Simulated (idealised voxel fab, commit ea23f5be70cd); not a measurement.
Herein follows the process module entitled voxel air gaps.
Pictured: cross-section cut, 180 nm wide, on a grid of 5 nm square cells.
Cross-section layout: square cells on a grid; listed as bands, top to bottom; a band spans one or more cell rows. Band: top height; bottom height; in nm. Then, left to right: material with width in nm, for each material. "edge to edge": a single material spanning edge to edge. "empty": empty space. All heights in this document are referenced to 0, defined as the level beneath which the wafer, as received, consists entirely of one material. The lowest band is not bounded below; it extends indefinitely downward and is written in the form "0 -> down". The expression "30->40" gives the width at the extremes of the band, the first number at its top row of cells and the second at its bottom row, with the width changing by equal amounts from each row to the next in between. For the purposes of this document, the phrase "no modification" attached to a step denotes that no cell within the cross-section was modified by that step. Heads up: "Tabulated closed voids" only lists the empty pockets with no open path to the top that are 8 cells or more, and it writes them as width x height at distance, distance from the left edge, in nm. The remark found on a step's line after its settings is issued by the simulator itself and pertains to that step. Regarding "overlay nm": on a step with a mask, it is the distance the mask lay to the right of its planned place; a negative value places it to the left. Each of the pairs that make up the rest of this document says: here is the cross-section before one process step, here is the cross-section after it, drawn only down to the lowest band that changed, and here, under the pair, is the step lying between them with its settings. Different pairs may come from different runs of this module on the same starting wafer, so a pair continues from the pair above it only where its entry headed "Prior state" says so.
## Prior state
  0 -> down | Si edge to edge
  Tabulated closed voids: none
## after
  10 -> 0 | SiO2 edge to edge
  Rest of section, below 0: as before.
  Tabulated closed voids: none
Step sandwiched between the two cross-sections above: op CONFORMAL_DEP | material SiO2 | thk nm 10
Prior state: after-state, pair directly above.
## after
  15 -> 10 | SiN edge to edge
  Rest of section, below 10: as before.
  Tabulated closed voids: none
Step sandwiched between the two cross-sections above: op CONFORMAL_DEP | material SiN | thk nm 5
Prior state: after-state, pair directly above.
## after
  55 -> 15 | SiO2 edge to edge
  Rest of section, below 15: as before.
  Tabulated closed voids: none
Step sandwiched between the two cross-sections above: op DIRECTIONAL_DEP | material SiO2 | thk nm 40
Prior state: after-state, pair directly above.
## after
  55 -> 15 | SiO2: 20 | empty: 25 | SiO2: 30 | empty: 25 | SiO2: 30 | empty: 25 | SiO2: 25
  Rest of section, below 15: as before.
  Tabulated closed voids: none
Step sandwiched between the two cross-sections above: op MASKED_ETCH | tone open | mask id LINES | width nm 25 | pitch nm 55 | etch materials SiO2 | depth nm 40 | overlay nm 0
Prior state: after-state, pair directly above.
## after
  60 -> 55 | TiN: 25 | empty: 15 | TiN: 40 | empty: 15 | TiN: 40 | empty: 15 | TiN: 30
  55 -> 20 | SiO2: 20 | TiN: 5 | empty: 15 | TiN: 5 | SiO2: 30 | TiN: 5 | empty: 15 | TiN: 5 | SiO2: 30 | TiN: 5 | empty: 15 | TiN: 5 | SiO2: 25
  20 -> 15 | SiO2: 20 | TiN: 25 | SiO2: 30 | TiN: 25 | SiO2: 30 | TiN: 25 | SiO2: 25
  Rest of section, below 15: as before.
  Tabulated closed voids: none
Step sandwiched between the two cross-sections above: op CONFORMAL_DEP | material TiN | thk nm 5
Prior state: after-state, pair directly above.
## after
  70 -> 60 | Ru edge to edge
  60 -> 55 | TiN: 25 | Ru: 15 | TiN: 40 | Ru: 15 | TiN: 40 | Ru: 15 | TiN: 30
  55 -> 20 | SiO2: 20 | TiN: 5 | Ru: 15 | TiN: 5 | SiO2: 30 | TiN: 5 | Ru: 15 | TiN: 5 | SiO2: 30 | TiN: 5 | Ru: 15 | TiN: 5 | SiO2: 25
  Rest of section, below 20: as before.
  Tabulated closed voids: none
Step sandwiched between the two cross-sections above: op FILL_DEP | material Ru | thk nm 10
Prior state: after-state, pair directly above.
## after
  55 -> 20 | SiO2: 20 | TiN: 5 | Ru: 15 | TiN: 5 | SiO2: 30 | TiN: 5 | Ru: 15 | TiN: 5 | SiO2: 30 | TiN: 5 | Ru: 15 | TiN: 5 | SiO2: 25
  Rest of section, below 20: as before.
  Tabulated closed voids: none
Step sandwiched between the two cross-sections above: op CMP | height nm 55
Prior state: after-state, pair directly above.
## after
  65 -> 55 | empty: 10 | Ru: 45 | empty: 10 | Ru: 45 | empty: 10 | Ru: 45 | empty: 15
  Rest of section, below 55: as before.
  Tabulated closed voids: none
Step sandwiched between the two cross-sections above: op EPI | material Ru | thk nm 10
Prior state: after-state, pair directly above.
## after
  65 -> 55 | empty: 10 | Ru: 45 | empty: 10 | Ru: 45 | empty: 10 | Ru: 45 | empty: 15
  55 -> 20 | empty: 20 | TiN: 5 | Ru: 15 | TiN: 5 | empty: 30 | TiN: 5 | Ru: 15 | TiN: 5 | empty: 30 | TiN: 5 | Ru: 15 | TiN: 5 | empty: 25
  20 -> 15 | empty: 20 | TiN: 25 | empty: 30 | TiN: 25 | empty: 30 | TiN: 25 | empty: 25
  Rest of section, below 15: as before.
  Tabulated closed voids: none
Step sandwiched between the two cross-sections above: op SELECTIVE_ETCH | etch materials SiO2 | depth nm 50
Prior state: after-state, pair directly above.
## after
  70 -> 65 | empty: 5 | SiCN: 165 | empty: 10
  65 -> 55 | empty: 5 | SiCN: 5 | Ru: 45 | SiCN: 10 | Ru: 45 | SiCN: 10 | Ru: 45 | SiCN: 5 | empty: 10
  55 -> 50 | empty: 5 | SiCN: 15 | TiN: 5 | Ru: 15 | TiN: 5 | SiCN: 30 | TiN: 5 | Ru: 15 | TiN: 5 | SiCN: 30 | TiN: 5 | Ru: 15 | TiN: 5 | SiCN: 15 | empty: 10
  50 -> 20 | empty: 15 | SiCN: 5 | TiN: 5 | Ru: 15 | TiN: 5 | SiCN: 5 | empty: 20 | SiCN: 5 | TiN: 5 | Ru: 15 | TiN: 5 | SiCN: 5 | empty: 20 | SiCN: 5 | TiN: 5 | Ru: 15 | TiN: 5 | SiCN: 5 | empty: 20
  20 -> 15 | SiCN: 20 | TiN: 25 | SiCN: 30 | TiN: 25 | SiCN: 30 | TiN: 25 | SiCN: 25
  Rest of section, below 15: as before.
  Tabulated closed voids: 20 x 30 at 50; 20 x 30 at 105
Step sandwiched between the two cross-sections above: op CONFORMAL_DEP | material SiCN | thk nm 5
## Prior state
  0 -> down | Si edge to edge
  Tabulated closed voids: none
## after
  5 -> 0 | SiN edge to edge
  Rest of section, below 0: as before.
  Tabulated closed voids: none
Step sandwiched between the two cross-sections above: op CONFORMAL_DEP | material SiN | thk nm 5
Prior state: after-state, pair directly above.
## after
  45 -> 5 | SiO2 edge to edge
  Rest of section, below 5: as before.
  Tabulated closed voids: none
Step sandwiched between the two cross-sections above: op DIRECTIONAL_DEP | material SiO2 | thk nm 40
Prior state: after-state, pair directly above.
## after
  45 -> 5 | SiO2: 20 | empty: 25 | SiO2: 30 | empty: 25 | SiO2: 30 | empty: 25 | SiO2: 25
  Rest of section, below 5: as before.
  Tabulated closed voids: none
Step sandwiched between the two cross-sections above: op MASKED_ETCH | tone open | mask id LINES | width nm 25 | pitch nm 55 | etch materials SiO2 | depth nm 40 | overlay nm 0
Prior state: after-state, pair directly above.
## after
  50 -> 45 | TiN: 25 | empty: 15 | TiN: 40 | empty: 15 | TiN: 40 | empty: 15 | TiN: 30
  45 -> 10 | SiO2: 20 | TiN: 5 | empty: 15 | TiN: 5 | SiO2: 30 | TiN: 5 | empty: 15 | TiN: 5 | SiO2: 30 | TiN: 5 | empty: 15 | TiN: 5 | SiO2: 25
  10 -> 5 | SiO2: 20 | TiN: 25 | SiO2: 30 | TiN: 25 | SiO2: 30 | TiN: 25 | SiO2: 25
  Rest of section, below 5: as before.
  Tabulated closed voids: none
Step sandwiched between the two cross-sections above: op CONFORMAL_DEP | material TiN | thk nm 5
Prior state: after-state, pair directly above.
## after
  60 -> 50 | Ru edge to edge
  50 -> 45 | TiN: 25 | Ru: 15 | TiN: 40 | Ru: 15 | TiN: 40 | Ru: 15 | TiN: 30
  45 -> 10 | SiO2: 20 | TiN: 5 | Ru: 15 | TiN: 5 | SiO2: 30 | TiN: 5 | Ru: 15 | TiN: 5 | SiO2: 30 | TiN: 5 | Ru: 15 | TiN: 5 | SiO2: 25
  Rest of section, below 10: as before.
  Tabulated closed voids: none
Step sandwiched between the two cross-sections above: op FILL_DEP | material Ru | thk nm 10
Prior state: after-state, pair directly above.
## after
  55 -> 50 | Ru edge to edge
  Rest of section, below 50: as before.
  Tabulated closed voids: none
Step sandwiched between the two cross-sections above: op CMP | height nm 55
Prior state: after-state, pair directly above.
## after
  65 -> 50 | Ru edge to edge
  Rest of section, below 50: as before.
  Tabulated closed voids: none
Step sandwiched between the two cross-sections above: op EPI | material Ru | thk nm 10
Prior state: after-state, pair directly above.
## after
  70 -> 65 | SiCN edge to edge
  Rest of section, below 65: as before.
  Tabulated closed voids: none
Step sandwiched between the two cross-sections above: op CONFORMAL_DEP | material SiCN | thk nm 5
## Prior state
  65 -> 55 | empty: 10 | Ru: 45 | empty: 10 | Ru: 45 | empty: 10 | Ru: 45 | empty: 15
  55 -> 20 | SiO2: 20 | TiN: 5 | Ru: 15 | TiN: 5 | SiO2: 30 | TiN: 5 | Ru: 15 | TiN: 5 | SiO2: 30 | TiN: 5 | Ru: 15 | TiN: 5 | SiO2: 25
  20 -> 15 | SiO2: 20 | TiN: 25 | SiO2: 30 | TiN: 25 | SiO2: 30 | TiN: 25 | SiO2: 25
  15 -> 10 | SiN edge to edge
  10 -> 0 | SiO2 edge to edge
  0 -> down | Si edge to edge
  Tabulated closed voids: none
## after
  75 -> 55 | Ru: 175 | empty: 5
  Rest of section, below 55: as before.
  Tabulated closed voids: none
Step sandwiched between the two cross-sections above: op EPI | material Ru | thk nm 10
Prior state: after-state, pair directly above.
## after
  75 -> 55 | Ru: 175 | empty: 5
  55 -> 20 | SiO2: 20 | TiN: 5 | Ru: 15 | TiN: 5 | SiO2: 30 | TiN: 5 | Ru: 15 | TiN: 5 | SiO2: 30 | TiN: 5 | Ru: 15 | TiN: 5 | empty: 25
  20 -> 15 | SiO2: 20 | TiN: 25 | SiO2: 30 | TiN: 25 | SiO2: 30 | TiN: 25 | empty: 25
  Rest of section, below 15: as before.
  Tabulated closed voids: none
Step sandwiched between the two cross-sections above: op SELECTIVE_ETCH | etch materials SiO2 | depth nm 50
Prior state: after-state, pair directly above.
## after
  80 -> 75 | SiCN edge to edge
  75 -> 55 | Ru: 175 | SiCN: 5
  55 -> 50 | SiO2: 20 | TiN: 5 | Ru: 15 | TiN: 5 | SiO2: 30 | TiN: 5 | Ru: 15 | TiN: 5 | SiO2: 30 | TiN: 5 | Ru: 15 | TiN: 5 | SiCN: 25
  50 -> 20 | SiO2: 20 | TiN: 5 | Ru: 15 | TiN: 5 | SiO2: 30 | TiN: 5 | Ru: 15 | TiN: 5 | SiO2: 30 | TiN: 5 | Ru: 15 | TiN: 5 | SiCN: 5 | empty: 20
  20 -> 15 | SiO2: 20 | TiN: 25 | SiO2: 30 | TiN: 25 | SiO2: 30 | TiN: 25 | SiCN: 25
  Rest of section, below 15: as before.
  Tabulated closed voids: 20 x 30 at 160
Step sandwiched between the two cross-sections above: op CONFORMAL_DEP | material SiCN | thk nm 5
## Prior state
  10 -> 0 | SiO2 edge to edge
  0 -> down | Si edge to edge
  Tabulated closed voids: none
## after
  50 -> 0 | SiO2 edge to edge
  Rest of section, below 0: as before.
  Tabulated closed voids: none
Step sandwiched between the two cross-sections above: op DIRECTIONAL_DEP | material SiO2 | thk nm 40
Prior state: after-state, pair directly above.
## after
  55 -> 50 | SiN edge to edge
  Rest of section, below 50: as before.
  Tabulated closed voids: none
Step sandwiched between the two cross-sections above: op CONFORMAL_DEP | material SiN | thk nm 5
Prior state: after-state, pair directly above.
## after
  60 -> 55 | TiN edge to edge
  Rest of section, below 55: as before.
  Tabulated closed voids: none
Step sandwiched between the two cross-sections above: op CONFORMAL_DEP | material TiN | thk nm 5
Prior state: after-state, pair directly above.
## after
  70 -> 60 | Ru edge to edge
  Rest of section, below 60: as before.
  Tabulated closed voids: none
Step sandwiched between the two cross-sections above: op FILL_DEP | material Ru | thk nm 10
Prior state: after-state, pair directly above.
## after
  55 -> 50 | SiN edge to edge
  Rest of section, below 50: as before.
  Tabulated closed voids: none
Step sandwiched between the two cross-sections above: op CMP | height nm 55
Prior state: after-state, pair directly above.
## after
  60 -> 55 | SiCN edge to edge
  Rest of section, below 55: as before.
  Tabulated closed voids: none
Step sandwiched between the two cross-sections above: op CONFORMAL_DEP | material SiCN | thk nm 5
## Prior state
  65 -> 55 | empty: 10 | Ru: 45 | empty: 10 | Ru: 45 | empty: 10 | Ru: 45 | empty: 15
  55 -> 20 | empty: 20 | TiN: 5 | Ru: 15 | TiN: 5 | empty: 30 | TiN: 5 | Ru: 15 | TiN: 5 | empty: 30 | TiN: 5 | Ru: 15 | TiN: 5 | empty: 25
  20 -> 15 | empty: 20 | TiN: 25 | empty: 30 | TiN: 25 | empty: 30 | TiN: 25 | empty: 25
  15 -> 10 | SiN edge to edge
  10 -> 0 | SiO2 edge to edge
  0 -> down | Si edge to edge
  Tabulated closed voids: none
## after
  80 -> 65 | SiCN edge to edge
  65 -> 55 | SiCN: 10 | Ru: 45 | SiCN: 10 | Ru: 45 | SiCN: 10 | Ru: 45 | SiCN: 15
  55 -> 50 | SiCN: 20 | TiN: 5 | Ru: 15 | TiN: 5 | SiCN: 30 | TiN: 5 | Ru: 15 | TiN: 5 | SiCN: 30 | TiN: 5 | Ru: 15 | TiN: 5 | SiCN: 25
  50 -> 45 | SiCN: 20 | TiN: 5 | Ru: 15 | TiN: 5 | SiCN: 5 | empty: 20 | SiCN: 5 | TiN: 5 | Ru: 15 | TiN: 5 | SiCN: 5 | empty: 20 | SiCN: 5 | TiN: 5 | Ru: 15 | TiN: 5 | SiCN: 25
  45 -> 40 | empty: 10 | SiCN: 10 | TiN: 5 | Ru: 15 | TiN: 5 | SiCN: 5 | empty: 20 | SiCN: 5 | TiN: 5 | Ru: 15 | TiN: 5 | SiCN: 5 | empty: 20 | SiCN: 5 | TiN: 5 | Ru: 15 | TiN: 5 | SiCN: 25
  40 -> 30 | empty: 10 | SiCN: 10 | TiN: 5 | Ru: 15 | TiN: 5 | SiCN: 5 | empty: 20 | SiCN: 5 | TiN: 5 | Ru: 15 | TiN: 5 | SiCN: 5 | empty: 20 | SiCN: 5 | TiN: 5 | Ru: 15 | TiN: 5 | SiCN: 15 | empty: 10
  30 -> 25 | empty: 10 | SiCN: 10 | TiN: 5 | Ru: 15 | TiN: 5 | SiCN: 5 | empty: 20 | SiCN: 5 | TiN: 5 | Ru: 15 | TiN: 5 | SiCN: 5 | empty: 20 | SiCN: 5 | TiN: 5 | Ru: 15 | TiN: 5 | SiCN: 25
  25 -> 20 | SiCN: 20 | TiN: 5 | Ru: 15 | TiN: 5 | SiCN: 5 | empty: 20 | SiCN: 5 | TiN: 5 | Ru: 15 | TiN: 5 | SiCN: 5 | empty: 20 | SiCN: 5 | TiN: 5 | Ru: 15 | TiN: 5 | SiCN: 25
  20 -> 15 | SiCN: 20 | TiN: 25 | SiCN: 30 | TiN: 25 | SiCN: 30 | TiN: 25 | SiCN: 25
  Rest of section, below 15: as before.
  Tabulated closed voids: 10 x 20 at 0; 20 x 30 at 50; 20 x 30 at 105
Step sandwiched between the two cross-sections above: op CONFORMAL_DEP | material SiCN | thk nm 15
## Prior state
  55 -> 15 | SiO2 edge to edge
  15 -> 10 | SiN edge to edge
  10 -> 0 | SiO2 edge to edge
  0 -> down | Si edge to edge
  Tabulated closed voids: none
## after
  55 -> 15 | SiO2: 20 | empty: 30 | SiO2: 25 | empty: 30 | SiO2: 25 | empty: 30 | SiO2: 20
  Rest of section, below 15: as before.
  Tabulated closed voids: none
Step sandwiched between the two cross-sections above: op MASKED_ETCH | tone open | mask id LINES | width nm 30 | pitch nm 55 | etch materials SiO2 | depth nm 40 | overlay nm 0
Prior state: after-state, pair directly above.
## after
  60 -> 55 | TiN: 25 | empty: 20 | TiN: 35 | empty: 20 | TiN: 35 | empty: 20 | TiN: 25
  55 -> 20 | SiO2: 20 | TiN: 5 | empty: 20 | TiN: 5 | SiO2: 25 | TiN: 5 | empty: 20 | TiN: 5 | SiO2: 25 | TiN: 5 | empty: 20 | TiN: 5 | SiO2: 20
  20 -> 15 | SiO2: 20 | TiN: 30 | SiO2: 25 | TiN: 30 | SiO2: 25 | TiN: 30 | SiO2: 20
  Rest of section, below 15: as before.
  Tabulated closed voids: none
Step sandwiched between the two cross-sections above: op CONFORMAL_DEP | material TiN | thk nm 5
Prior state: after-state, pair directly above.
## after
  70 -> 60 | Ru edge to edge
  60 -> 55 | TiN: 25 | Ru: 20 | TiN: 35 | Ru: 20 | TiN: 35 | Ru: 20 | TiN: 25
  55 -> 20 | SiO2: 20 | TiN: 5 | Ru: 20 | TiN: 5 | SiO2: 25 | TiN: 5 | Ru: 20 | TiN: 5 | SiO2: 25 | TiN: 5 | Ru: 20 | TiN: 5 | SiO2: 20
  Rest of section, below 20: as before.
  Tabulated closed voids: none
Step sandwiched between the two cross-sections above: op FILL_DEP | material Ru | thk nm 10
Prior state: after-state, pair directly above.
## after
  55 -> 20 | SiO2: 20 | TiN: 5 | Ru: 20 | TiN: 5 | SiO2: 25 | TiN: 5 | Ru: 20 | TiN: 5 | SiO2: 25 | TiN: 5 | Ru: 20 | TiN: 5 | SiO2: 20
  Rest of section, below 20: as before.
  Tabulated closed voids: none
Step sandwiched between the two cross-sections above: op CMP | height nm 55
Prior state: after-state, pair directly above.
## after
  65 -> 55 | empty: 10 | Ru: 50 | empty: 5 | Ru: 50 | empty: 5 | Ru: 50 | empty: 10
  Rest of section, below 55: as before.
  Tabulated closed voids: none
Step sandwiched between the two cross-sections above: op EPI | material Ru | thk nm 10
Prior state: after-state, pair directly above.
## after
  65 -> 55 | empty: 10 | Ru: 50 | empty: 5 | Ru: 50 | empty: 5 | Ru: 50 | empty: 10
  55 -> 20 | empty: 20 | TiN: 5 | Ru: 20 | TiN: 5 | empty: 25 | TiN: 5 | Ru: 20 | TiN: 5 | empty: 25 | TiN: 5 | Ru: 20 | TiN: 5 | empty: 20
  20 -> 15 | empty: 20 | TiN: 30 | empty: 25 | TiN: 30 | empty: 25 | TiN: 30 | empty: 20
  Rest of section, below 15: as before.
  Tabulated closed voids: none
Step sandwiched between the two cross-sections above: op SELECTIVE_ETCH | etch materials SiO2 | depth nm 50
Prior state: after-state, pair directly above.
## after
  70 -> 65 | empty: 5 | SiCN: 170 | empty: 5
  65 -> 55 | empty: 5 | SiCN: 5 | Ru: 50 | SiCN: 5 | Ru: 50 | SiCN: 5 | Ru: 50 | SiCN: 5 | empty: 5
  55 -> 50 | empty: 5 | SiCN: 15 | TiN: 5 | Ru: 20 | TiN: 5 | SiCN: 25 | TiN: 5 | Ru: 20 | TiN: 5 | SiCN: 25 | TiN: 5 | Ru: 20 | TiN: 5 | SiCN: 15 | empty: 5
  50 -> 20 | empty: 15 | SiCN: 5 | TiN: 5 | Ru: 20 | TiN: 5 | SiCN: 5 | empty: 15 | SiCN: 5 | TiN: 5 | Ru: 20 | TiN: 5 | SiCN: 5 | empty: 15 | SiCN: 5 | TiN: 5 | Ru: 20 | TiN: 5 | SiCN: 5 | empty: 15
  20 -> 15 | SiCN: 20 | TiN: 30 | SiCN: 25 | TiN: 30 | SiCN: 25 | TiN: 30 | SiCN: 20
  Rest of section, below 15: as before.
  Tabulated closed voids: 15 x 30 at 55; 15 x 30 at 110
Step sandwiched between the two cross-sections above: op CONFORMAL_DEP | material SiCN | thk nm 5
## Prior state
  55 -> 15 | SiO2 edge to edge
  15 -> 10 | SiN edge to edge
  10 -> 0 | SiO2 edge to edge
  0 -> down | Si edge to edge
  Tabulated closed voids: none
## after
  55 -> 15 | SiO2: 30 | empty: 25 | SiO2: 30 | empty: 25 | SiO2: 30 | empty: 25 | SiO2: 15
  Rest of section, below 15: as before.
  Tabulated closed voids: none
Step sandwiched between the two cross-sections above: op MASKED_ETCH | tone open | mask id LINES | width nm 25 | pitch nm 55 | etch materials SiO2 | depth nm 40 | overlay nm 10
Prior state: after-state, pair directly above.
## after
  60 -> 55 | TiN: 35 | empty: 15 | TiN: 40 | empty: 15 | TiN: 40 | empty: 15 | TiN: 20
  55 -> 20 | SiO2: 30 | TiN: 5 | empty: 15 | TiN: 5 | SiO2: 30 | TiN: 5 | empty: 15 | TiN: 5 | SiO2: 30 | TiN: 5 | empty: 15 | TiN: 5 | SiO2: 15
  20 -> 15 | SiO2: 30 | TiN: 25 | SiO2: 30 | TiN: 25 | SiO2: 30 | TiN: 25 | SiO2: 15
  Rest of section, below 15: as before.
  Tabulated closed voids: none
Step sandwiched between the two cross-sections above: op CONFORMAL_DEP | material TiN | thk nm 5
Prior state: after-state, pair directly above.
## after
  70 -> 60 | Ru edge to edge
  60 -> 55 | TiN: 35 | Ru: 15 | TiN: 40 | Ru: 15 | TiN: 40 | Ru: 15 | TiN: 20
  55 -> 20 | SiO2: 30 | TiN: 5 | Ru: 15 | TiN: 5 | SiO2: 30 | TiN: 5 | Ru: 15 | TiN: 5 | SiO2: 30 | TiN: 5 | Ru: 15 | TiN: 5 | SiO2: 15
  Rest of section, below 20: as before.
  Tabulated closed voids: none
Step sandwiched between the two cross-sections above: op FILL_DEP | material Ru | thk nm 10
Prior state: after-state, pair directly above.
## after
  55 -> 20 | SiO2: 30 | TiN: 5 | Ru: 15 | TiN: 5 | SiO2: 30 | TiN: 5 | Ru: 15 | TiN: 5 | SiO2: 30 | TiN: 5 | Ru: 15 | TiN: 5 | SiO2: 15
  Rest of section, below 20: as before.
  Tabulated closed voids: none
Step sandwiched between the two cross-sections above: op CMP | height nm 55
Prior state: after-state, pair directly above.
## after
  65 -> 55 | empty: 20 | Ru: 45 | empty: 10 | Ru: 45 | empty: 10 | Ru: 45 | empty: 5
  Rest of section, below 55: as before.
  Tabulated closed voids: none
Step sandwiched between the two cross-sections above: op EPI | material Ru | thk nm 10
Prior state: after-state, pair directly above.
## after
  65 -> 55 | empty: 20 | Ru: 45 | empty: 10 | Ru: 45 | empty: 10 | Ru: 45 | empty: 5
  55 -> 20 | empty: 30 | TiN: 5 | Ru: 15 | TiN: 5 | empty: 30 | TiN: 5 | Ru: 15 | TiN: 5 | empty: 30 | TiN: 5 | Ru: 15 | TiN: 5 | empty: 15
  20 -> 15 | empty: 30 | TiN: 25 | empty: 30 | TiN: 25 | empty: 30 | TiN: 25 | empty: 15
  Rest of section, below 15: as before.
  Tabulated closed voids: none
Step sandwiched between the two cross-sections above: op SELECTIVE_ETCH | etch materials SiO2 | depth nm 50
Prior state: after-state, pair directly above.
## after
  70 -> 65 | empty: 15 | SiCN: 165
  65 -> 55 | empty: 15 | SiCN: 5 | Ru: 45 | SiCN: 10 | Ru: 45 | SiCN: 10 | Ru: 45 | SiCN: 5
  55 -> 50 | empty: 15 | SiCN: 15 | TiN: 5 | Ru: 15 | TiN: 5 | SiCN: 30 | TiN: 5 | Ru: 15 | TiN: 5 | SiCN: 30 | TiN: 5 | Ru: 15 | TiN: 5 | SiCN: 15
  50 -> 20 | empty: 25 | SiCN: 5 | TiN: 5 | Ru: 15 | TiN: 5 | SiCN: 5 | empty: 20 | SiCN: 5 | TiN: 5 | Ru: 15 | TiN: 5 | SiCN: 5 | empty: 20 | SiCN: 5 | TiN: 5 | Ru: 15 | TiN: 5 | SiCN: 5 | empty: 10
  20 -> 15 | SiCN: 30 | TiN: 25 | SiCN: 30 | TiN: 25 | SiCN: 30 | TiN: 25 | SiCN: 15
  Rest of section, below 15: as before.
  Tabulated closed voids: 20 x 30 at 60; 20 x 30 at 115; 10 x 30 at 170
Step sandwiched between the two cross-sections above: op CONFORMAL_DEP | material SiCN | thk nm 5
## Prior state
  55 -> 15 | SiO2: 20 | empty: 25 | SiO2: 30 | empty: 25 | SiO2: 30 | empty: 25 | SiO2: 25
  15 -> 10 | SiN edge to edge
  10 -> 0 | SiO2 edge to edge
  0 -> down | Si edge to edge
  Tabulated closed voids: none
## after
  60 -> 55 | SiCN: 25 | empty: 15 | SiCN: 40 | empty: 15 | SiCN: 40 | empty: 15 | SiCN: 30
  55 -> 20 | SiO2: 20 | SiCN: 5 | empty: 15 | SiCN: 5 | SiO2: 30 | SiCN: 5 | empty: 15 | SiCN: 5 | SiO2: 30 | SiCN: 5 | empty: 15 | SiCN: 5 | SiO2: 25
  20 -> 15 | SiO2: 20 | SiCN: 25 | SiO2: 30 | SiCN: 25 | SiO2: 30 | SiCN: 25 | SiO2: 25
  Rest of section, below 15: as before.
  Tabulated closed voids: none
Step sandwiched between the two cross-sections above: op CONFORMAL_DEP | material SiCN | thk nm 5
Prior state: after-state, pair directly above.
## after
  70 -> 60 | Ru edge to edge
  60 -> 55 | SiCN: 25 | Ru: 15 | SiCN: 40 | Ru: 15 | SiCN: 40 | Ru: 15 | SiCN: 30
  55 -> 20 | SiO2: 20 | SiCN: 5 | Ru: 15 | SiCN: 5 | SiO2: 30 | SiCN: 5 | Ru: 15 | SiCN: 5 | SiO2: 30 | SiCN: 5 | Ru: 15 | SiCN: 5 | SiO2: 25
  Rest of section, below 20: as before.
  Tabulated closed voids: none
Step sandwiched between the two cross-sections above: op FILL_DEP | material Ru | thk nm 10
Prior state: after-state, pair directly above.
## after
  55 -> 20 | SiO2: 20 | SiCN: 5 | Ru: 15 | SiCN: 5 | SiO2: 30 | SiCN: 5 | Ru: 15 | SiCN: 5 | SiO2: 30 | SiCN: 5 | Ru: 15 | SiCN: 5 | SiO2: 25
  Rest of section, below 20: as before.
  Tabulated closed voids: none
Step sandwiched between the two cross-sections above: op CMP | height nm 55
Prior state: after-state, pair directly above.
## after
  65 -> 55 | empty: 15 | Ru: 35 | empty: 20 | Ru: 35 | empty: 20 | Ru: 35 | empty: 20
  Rest of section, below 55: as before.
  Tabulated closed voids: none
Step sandwiched between the two cross-sections above: op EPI | material Ru | thk nm 10
Prior state: after-state, pair directly above.
## after
  65 -> 55 | empty: 15 | Ru: 35 | empty: 20 | Ru: 35 | empty: 20 | Ru: 35 | empty: 20
  55 -> 20 | empty: 20 | SiCN: 5 | Ru: 15 | SiCN: 5 | empty: 30 | SiCN: 5 | Ru: 15 | SiCN: 5 | empty: 30 | SiCN: 5 | Ru: 15 | SiCN: 5 | empty: 25
  20 -> 15 | empty: 20 | SiCN: 25 | empty: 30 | SiCN: 25 | empty: 30 | SiCN: 25 | empty: 25
  Rest of section, below 15: as before.
  Tabulated closed voids: none
Step sandwiched between the two cross-sections above: op SELECTIVE_ETCH | etch materials SiO2 | depth nm 50
Prior state: after-state, pair directly above.
## after
  70 -> 65 | empty: 10 | SiCN: 45 | empty: 10 | SiCN: 45 | empty: 10 | SiCN: 45 | empty: 15
  65 -> 55 | empty: 10 | SiCN: 5 | Ru: 35 | SiCN: 5 | empty: 10 | SiCN: 5 | Ru: 35 | SiCN: 5 | empty: 10 | SiCN: 5 | Ru: 35 | SiCN: 5 | empty: 15
  55 -> 50 | empty: 10 | SiCN: 15 | Ru: 15 | SiCN: 15 | empty: 10 | SiCN: 15 | Ru: 15 | SiCN: 15 | empty: 10 | SiCN: 15 | Ru: 15 | SiCN: 15 | empty: 15
  50 -> 20 | empty: 15 | SiCN: 10 | Ru: 15 | SiCN: 10 | empty: 20 | SiCN: 10 | Ru: 15 | SiCN: 10 | empty: 20 | SiCN: 10 | Ru: 15 | SiCN: 10 | empty: 20
  20 -> 15 | SiCN edge to edge
  Rest of section, below 15: as before.
  Tabulated closed voids: none
Step sandwiched between the two cross-sections above: op CONFORMAL_DEP | material SiCN | thk nm 5
## Prior state
  55 -> 15 | SiO2 edge to edge
  15 -> 10 | SiN edge to edge
  10 -> 0 | SiO2 edge to edge
  0 -> down | Si edge to edge
  Tabulated closed voids: none
## after
  55 -> 15 | empty: 20 | SiO2: 25 | empty: 30 | SiO2: 25 | empty: 30 | SiO2: 25 | empty: 25
  Rest of section, below 15: as before.
  Tabulated closed voids: none
Step sandwiched between the two cross-sections above: op MASKED_ETCH | tone cover | mask id LINES | width nm 25 | pitch nm 55 | etch materials SiO2 | depth nm 40 | overlay nm 0
Prior state: after-state, pair directly above.
## after
  60 -> 55 | empty: 15 | TiN: 35 | empty: 20 | TiN: 35 | empty: 20 | TiN: 35 | empty: 20
  55 -> 20 | empty: 15 | TiN: 5 | SiO2: 25 | TiN: 5 | empty: 20 | TiN: 5 | SiO2: 25 | TiN: 5 | empty: 20 | TiN: 5 | SiO2: 25 | TiN: 5 | empty: 20
  20 -> 15 | TiN: 20 | SiO2: 25 | TiN: 30 | SiO2: 25 | TiN: 30 | SiO2: 25 | TiN: 25
  Rest of section, below 15: as before.
  Tabulated closed voids: none
Step sandwiched between the two cross-sections above: op CONFORMAL_DEP | material TiN | thk nm 5
Prior state: after-state, pair directly above.
## after
  70 -> 60 | Ru edge to edge
  60 -> 55 | Ru: 15 | TiN: 35 | Ru: 20 | TiN: 35 | Ru: 20 | TiN: 35 | Ru: 20
  55 -> 20 | Ru: 15 | TiN: 5 | SiO2: 25 | TiN: 5 | Ru: 20 | TiN: 5 | SiO2: 25 | TiN: 5 | Ru: 20 | TiN: 5 | SiO2: 25 | TiN: 5 | Ru: 20
  Rest of section, below 20: as before.
  Tabulated closed voids: none
Step sandwiched between the two cross-sections above: op FILL_DEP | material Ru | thk nm 10
Prior state: after-state, pair directly above.
## after
  55 -> 20 | Ru: 15 | TiN: 5 | SiO2: 25 | TiN: 5 | Ru: 20 | TiN: 5 | SiO2: 25 | TiN: 5 | Ru: 20 | TiN: 5 | SiO2: 25 | TiN: 5 | Ru: 20
  Rest of section, below 20: as before.
  Tabulated closed voids: none
Step sandwiched between the two cross-sections above: op CMP | height nm 55
Prior state: after-state, pair directly above.
## after
  65 -> 55 | Ru: 30 | empty: 5 | Ru: 50 | empty: 5 | Ru: 50 | empty: 5 | Ru: 35
  Rest of section, below 55: as before.
  Tabulated closed voids: none
Step sandwiched between the two cross-sections above: op EPI | material Ru | thk nm 10
